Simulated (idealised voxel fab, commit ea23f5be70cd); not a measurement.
process module | voxel spacer lines
cross-section cut | 155 nm wide | cells 5 nm
A cross-section is a grid of square cells, given in bands from the top down. A band is one or more rows of cells.
Each band's line starts with the height of the band's top and of its bottom, in nm. Then come its materials from left to right, each with its width in nm. One material with "throughout" fills the band from edge to edge. "air" is empty space.
Height 0 is the level under which the wafer as received is all one material. The lowest band goes on downwards, as in "0 down".
A width such as "30 to 40" changes by the same amount from each row of cells to the next, from the band's top row to its bottom row.
"no change" after a step means that no cell of the cross-section changed.
closed voids: empty space of 8 cells or more with no open way to the top, each as width x height at its distance from the left edge, in nm
after a step's settings: what the simulator itself notes on the step
overlay nm, on a step with a mask: how far to the right of its planned place the mask lay; to the left if negative
plan
1 op RECEIVE | material Si
2 op CONFORMAL_DEP | material Al2O3 | thk nm 5
3 op DIRECTIONAL_DEP | material SiN | thk nm 10
4 op DIRECTIONAL_DEP | material polySi | thk nm 20
5 op PATTERN | tone cover | mask id MANDREL | material resist | width nm 25 | pitch nm 70 | thk nm 25 | overlay nm -15
6 op DIRECTIONAL_ETCH | etch materials polySi | depth nm 20
7 op STRIP | etch materials resist
8 op CONFORMAL_DEP | material SiO2 | thk nm 10
9 op DIRECTIONAL_ETCH | etch materials SiO2 | depth nm 10
10 op STRIP | etch materials polySi
11 op DIRECTIONAL_ETCH | etch materials SiN | depth nm 10
12 op STRIP | etch materials SiO2
varied across the wafers: overlay nm of step 5. The plan shows the first wafer's value. All wafers start alike
first wafer as received, after step 1
  0 down: Si throughout
  closed voids: none
first wafer at the end, after step 12
  15 to 5: air 5 | SiN 10 | air 25 | SiN 10 | air 25 | SiN 10 | air 25 | SiN 10 | air 35
  5 to 0: Al2O3 throughout
  0 down: Si throughout
  closed voids: none
last wafer at the end
  15 to 5: air 35 | SiN 10 | air 25 | SiN 10 | air 25 | SiN 10 | air 25 | SiN 10 | air 5
  5 to 0: Al2O3 throughout
  0 down: Si throughout
  closed voids: none
each wafer at the end: cells of each material gained (+) or lost (-) since it was received, then its closed voids
overlay nm -15 | +31 Al2O3 | +16 SiN | closed voids: none
overlay nm -10 | +31 Al2O3 | +16 SiN | closed voids: none
overlay nm -5 | +31 Al2O3 | +16 SiN | closed voids: none
overlay nm 0 | +31 Al2O3 | +16 SiN | closed voids: none
overlay nm 5 | +31 Al2O3 | +16 SiN | closed voids: none
overlay nm 10 | +31 Al2O3 | +16 SiN | closed voids: none
overlay nm 15 | +31 Al2O3 | +16 SiN | closed voids: none
